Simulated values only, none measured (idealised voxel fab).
You're looking at the process module voxel transistor to metal.
Section shown: cut. Width: 150 nm. Cell size: 5 nm, square.
We lay out every cross-section as a grid of square cells and spell it out in bands from the top down, where one band means one or more rows of cells. It is stipulated that each band's entry specify, in nanometres, the height of the top of the band and then that of its bottom, followed by the materials of the band in left-to-right sequence, each together with its width in nanometres. A single material marked by the word "edge to edge" is understood to fill the band from edge to edge; the word "empty" is understood to denote empty space. Height 0 is the level under which the wafer as received is all one material. The lowest band goes on downwards, as in "z 0 and below". Quick explanation for "30 to 40": the width changes in equal steps down the rows of cells, from the first number in the band's top row to the second number in its bottom row. Given "nothing changed" for a step, no cell of the cross-section differs between before and after that step. This entry, "Encapsulated voids", enumerates those empty regions of no fewer than 8 cells that possess no open connection to the top. Each region is reported in the form width x height at distance, the distance being taken from the left edge, with all three quantities expressed in nm. It should be noted that, on the line of a given step, the content following the step's settings is a remark produced by the simulator itself with respect to that step. overlay nm, on a step with a mask: how far to the right of its planned place the mask lay; to the left if negative.

THE PLANNED PROCESS STEPS ARE ENUMERATED HEREUNDER
1: RECEIVE | material Si
2: CONFORMAL_DEP | material SiO2 | thk nm 5
3: CONFORMAL_DEP | material SiN | thk nm 15
4: DIRECTIONAL_DEP | material aC | thk nm 15
5: PATTERN | tone cover | mask id ACTIVE | material resist | width nm 95 | thk nm 30 | overlay nm 0
6: DIRECTIONAL_ETCH | etch materials aC | depth nm 15
7: STRIP | etch materials resist
8: DIRECTIONAL_ETCH | etch materials SiN | depth nm 15
9: DIRECTIONAL_ETCH | etch materials SiO2 | depth nm 5
10: DIRECTIONAL_ETCH | etch materials Si | depth nm 30
11: STRIP | etch materials aC
12: FILL_DEP | material SiO2 | thk nm 10
13: CMP | height nm 20
14: SELECTIVE_ETCH | etch materials SiO2 | depth nm 10
15: STRIP | etch materials SiN
16: SELECTIVE_ETCH | etch materials SiO2 | depth nm 5
17: OXIDIZE | depth nm 5
18: DIRECTIONAL_DEP | material polySi | thk nm 25
19: DIRECTIONAL_DEP | material SiCN | thk nm 15
20: PATTERN | tone cover | mask id GATE | material resist | width nm 15 | thk nm 15 | overlay nm 0
21: DIRECTIONAL_ETCH | etch materials SiCN | depth nm 25
22: DIRECTIONAL_ETCH | etch materials polySi | depth nm 35
23: STRIP | etch materials resist
24: CONFORMAL_DEP | material SiN | thk nm 10
25: DIRECTIONAL_ETCH | etch materials SiN | depth nm 10
26: DIRECTIONAL_ETCH | etch materials SiO2 | depth nm 5
27: EPI | material SiGe | thk nm 5
28: FILL_DEP | material SiO2 | thk nm 10
29: CMP | height nm 40
30: DIRECTIONAL_DEP | material SiO2 | thk nm 15
31: MASKED_ETCH | tone open | mask id CONTACT | width nm 20 | pitch nm 65 | etch materials SiO2 | depth nm 55 | overlay nm 0
32: CONFORMAL_DEP | material TiN | thk nm 5
33: FILL_DEP | material W | thk nm 10
34: CMP | height nm 55
35: CONFORMAL_DEP | material SiCN | thk nm 5
36: DIRECTIONAL_DEP | material SiO2 | thk nm 25
37: DIRECTIONAL_DEP | material aC | thk nm 10
38: PATTERN | tone open | mask id METAL_1 | material resist | width nm 20 | pitch nm 65 | thk nm 25 | overlay nm 0
39: DIRECTIONAL_ETCH | etch materials aC | depth nm 10
40: STRIP | etch materials resist
41: DIRECTIONAL_ETCH | etch materials SiO2 | depth nm 25
42: DIRECTIONAL_ETCH | etch materials SiCN | depth nm 5
43: STRIP | etch materials aC
44: CONFORMAL_DEP | material TiN | thk nm 5
45: FILL_DEP | material Cu | thk nm 10
46: CMP | height nm 85
47: EPI | material Ru | thk nm 5
48: FILL_DEP | material SiCN | thk nm 5
49: DIRECTIONAL_DEP | material SiO2 | thk nm 25
50: PATTERN | tone open | mask id METAL_2 | material resist | width nm 20 | pitch nm 65 | thk nm 20 | overlay nm 0
51: DIRECTIONAL_ETCH | etch materials SiO2 | depth nm 15
52: STRIP | etch materials resist
53: DIRECTIONAL_DEP | material aC | thk nm 10
54: PATTERN | tone open | mask id METAL_2_HOLES | material resist | width nm 15 | pitch nm 65 | thk nm 30 | overlay nm 0
55: DIRECTIONAL_ETCH | etch materials aC | depth nm 10
56: STRIP | etch materials resist
57: DIRECTIONAL_ETCH | etch materials SiO2 | depth nm 10
58: DIRECTIONAL_ETCH | etch materials SiCN | depth nm 5
59: STRIP | etch materials aC
60: CONFORMAL_DEP | material TiN | thk nm 5
61: FILL_DEP | material Cu | thk nm 5
62: CMP | height nm 120
63: CONFORMAL_DEP | material SiN | thk nm 5

HERE'S WHAT THE WAFER LOOKED LIKE IN CROSS-SECTION WHEN IT ARRIVED - THAT'S AFTER STEP 1
- z 0 and below: Si edge to edge
- Encapsulated voids: none

CROSS-SECTION, END OF MODULE. START: AS ABOVE. PLAN: AS ABOVE. EXECUTION: ONE MISTAKE
- z 125 to 120: SiN edge to edge
- z 120 to 115: Cu edge to edge
- z 115 to 110: TiN 35 nm, then Cu 10 nm, then TiN 55 nm, then Cu 10 nm, then TiN 40 nm
- z 110 to 100: SiO2 30 nm, then TiN 5 nm, then Cu 10 nm, then TiN 5 nm, then SiO2 45 nm, then TiN 5 nm, then Cu 10 nm, then TiN 5 nm, then SiO2 35 nm
- z 100 to 95: SiO2 30 nm, then TiN 5 nm, then Cu 5 nm, then TiN 10 nm, then SiO2 45 nm, then TiN 5 nm, then Cu 5 nm, then TiN 10 nm, then SiO2 35 nm
- z 95 to 85: SiO2 30 nm, then TiN 5 nm, then Cu 5 nm, then TiN 5 nm, then SiO2 50 nm, then TiN 5 nm, then Cu 5 nm, then TiN 5 nm, then SiO2 40 nm
- z 85 to 80: SiCN 30 nm, then TiN 15 nm, then SiCN 50 nm, then TiN 15 nm, then SiCN 40 nm
- z 80 to 75: SiCN 25 nm, then Ru 30 nm, then SiCN 35 nm, then Ru 30 nm, then SiCN 30 nm
- z 75 to 60: SiO2 30 nm, then TiN 5 nm, then Cu 10 nm, then TiN 5 nm, then SiO2 45 nm, then TiN 5 nm, then Cu 10 nm, then TiN 5 nm, then SiO2 35 nm
- z 60 to 55: SiCN 30 nm, then TiN 20 nm, then SiCN 45 nm, then TiN 20 nm, then SiCN 35 nm
- z 55 to 40: SiO2 30 nm, then TiN 5 nm, then W 10 nm, then TiN 5 nm, then SiO2 45 nm, then TiN 5 nm, then W 10 nm, then TiN 5 nm, then SiO2 35 nm
- z 40 to 25: SiO2 30 nm, then TiN 5 nm, then W 10 nm, then TiN 5 nm, then SiO2 5 nm, then SiN 10 nm, then SiCN 15 nm, then SiN 10 nm, then SiO2 5 nm, then TiN 5 nm, then W 10 nm, then TiN 5 nm, then SiO2 35 nm
- z 25 to 5: SiO2 30 nm, then TiN 5 nm, then W 10 nm, then TiN 5 nm, then SiO2 5 nm, then SiN 10 nm, then polySi 15 nm, then SiN 10 nm, then SiO2 5 nm, then TiN 5 nm, then W 10 nm, then TiN 5 nm, then SiO2 35 nm
- z 5 to 0: SiO2 20 nm, then SiN 10 nm, then TiN 20 nm, then SiO2 5 nm, then SiN 10 nm, then polySi 15 nm, then SiN 10 nm, then SiO2 5 nm, then TiN 20 nm, then SiN 10 nm, then SiO2 25 nm
- z 0 to -5: SiO2 30 nm, then SiGe 25 nm, then SiO2 35 nm, then SiGe 25 nm, then SiO2 35 nm
- z -5 to -30: SiO2 25 nm, then Si 95 nm, then SiO2 30 nm
- z -30 and below: Si edge to edge
- Encapsulated voids: none
Plan not followed: step 46 ran differently from the plan; actual operation with settings: CMP | height nm 75
